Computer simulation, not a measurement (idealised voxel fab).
Process module heading - voxel self aligned vias
The figure presents cross-section cut, which has a width of 240 nm and is divided into square cells with an edge length of 5 nm.
In this document a cross-section is written as a grid of square cells. It is given as a series of bands, listed from the top down, and a band is one or more rows of cells. What a band's entry tells you: where the top is and where the bottom is, as heights in nm, and after that what lies inside, material by material from left to right, each with its width in nm. Empty space is written as the word "empty", and a single material marked with the word "everywhere" occupies the band from edge to edge. Height datum 0, below which the as-received substrate wafer is one material. Lowest band open at the bottom, running downward: "0 -> down". The expression "30->40" gives the width at the extremes of the band, the first number at its top row of cells and the second at its bottom row, with the width changing by equal amounts from each row to the next in between. "changes: none" after a step means that no cell of the cross-section changed. This entry, "Cavities, sealed", enumerates those empty regions of no fewer than 8 cells that possess no open connection to the top. Each region is reported in the form width x height at distance, the distance being taken from the left edge, with all three quantities expressed in nm. That trailing text on a step's line, after the settings, is the simulator's own remark on the step. The line of a step may include "overlay nm". On a step with a mask, this value is how far to the right of its planned place the mask lay. A negative value means the mask lay to the left.
Listed below are the process steps as planned
1 RECEIVE, material Si
2 CONFORMAL_DEP, material SiO2, thk nm 10
3 CONFORMAL_DEP, material SiCN, thk nm 5
4 DIRECTIONAL_DEP, material SiO2, thk nm 25
5 PATTERN, tone open, mask id LINES, material resist, width nm 20, pitch nm 65, thk nm 15, overlay nm 0
6 DIRECTIONAL_ETCH, etch materials SiO2, depth nm 25
7 STRIP, etch materials resist
8 CONFORMAL_DEP, material TiN, thk nm 5
9 FILL_DEP, material W, thk nm 10
10 CMP, height nm 40
11 SELECTIVE_ETCH, etch materials W Ru TiN, depth nm 10
12 FILL_DEP, material SiN, thk nm 5
13 CMP, height nm 40
14 DIRECTIONAL_DEP, material SiO2, thk nm 15
15 DIRECTIONAL_DEP, material aC, thk nm 10
16 PATTERN, tone open, mask id VIAS, material resist, width nm 40, pitch nm 65, thk nm 30, overlay nm 0
17 DIRECTIONAL_ETCH, etch materials aC, depth nm 10
18 STRIP, etch materials resist
19 DIRECTIONAL_ETCH, etch materials SiO2, depth nm 15
20 DIRECTIONAL_ETCH, etch materials SiN, depth nm 10
21 STRIP, etch materials aC
22 CONFORMAL_DEP, material TiN, thk nm 5
23 FILL_DEP, material Ru, thk nm 5
24 CMP, height nm 55
25 CONFORMAL_DEP, material SiN, thk nm 5
Wafer as received: cross-section following step 1
- 0 -> down = Si everywhere
- Cavities, sealed: none
Looking at the first of two wafers in cross-section at end of module - ran to plan
- 60 -> 55 = SiN everywhere
- 55 -> 45 = 65 nm SiO2 / 5 nm TiN / 30 nm Ru / 5 nm TiN / 25 nm SiO2 / 5 nm TiN / 30 nm Ru / 5 nm TiN / 70 nm SiO2
- 45 -> 35 = 65->75 nm SiO2 / 15->5 nm TiN / 10 nm Ru / 15->5 nm TiN / 25->45 nm SiO2 / 15->5 nm TiN / 10 nm Ru / 15->5 nm TiN / 70->80 nm SiO2
- 35 -> 30 = 75 nm SiO2 / 20 nm TiN / 45 nm SiO2 / 20 nm TiN / 80 nm SiO2
- 30 -> 20 = 75 nm SiO2 / 5 nm TiN / 10 nm W / 5 nm TiN / 45 nm SiO2 / 5 nm TiN / 10 nm W / 5 nm TiN / 80 nm SiO2
- 20 -> 15 = 75 nm SiO2 / 20 nm TiN / 45 nm SiO2 / 20 nm TiN / 80 nm SiO2
- 15 -> 10 = SiCN everywhere
- 10 -> 0 = SiO2 everywhere
- 0 -> down = Si everywhere
- Cavities, sealed: none
Presented here is a cross-section of the second of the two wafers as it stood at the end of the module. It was started in the same manner and assigned the same plan as the first wafer; however, one mistake was made in its execution
- 60 -> 55 = SiN everywhere
- 55 -> 45 = 65 nm SiO2 / 5 nm TiN / 30 nm Ru / 5 nm TiN / 25 nm SiO2 / 5 nm TiN / 30 nm Ru / 5 nm TiN / 70 nm SiO2
- 45 -> 35 = 65->75 nm SiO2 / 15->5 nm TiN / 10 nm Ru / 15->5 nm TiN / 25->45 nm SiO2 / 15->5 nm TiN / 10 nm Ru / 15->5 nm TiN / 70->80 nm SiO2
- 35 -> 30 = 75 nm SiO2 / 20 nm TiN / 45 nm SiO2 / 20 nm TiN / 80 nm SiO2
- 30 -> 20 = 75 nm SiO2 / 5 nm TiN / 10 nm W / 5 nm TiN / 45 nm SiO2 / 5 nm TiN / 10 nm W / 5 nm TiN / 80 nm SiO2
- 20 -> 15 = 75 nm SiO2 / 20 nm TiN / 45 nm SiO2 / 20 nm TiN / 80 nm SiO2
- 15 -> 5 = SiO2 everywhere
- 5 -> 0 = SiCN everywhere
- 0 -> down = Si everywhere
- Cavities, sealed: none
What went wrong in running the wafer? step 3 occupied the plan position of step 2, and the converse holds as well
Heads up: at the end the two wafers have identical cell counts per material, they're just laid out differently.
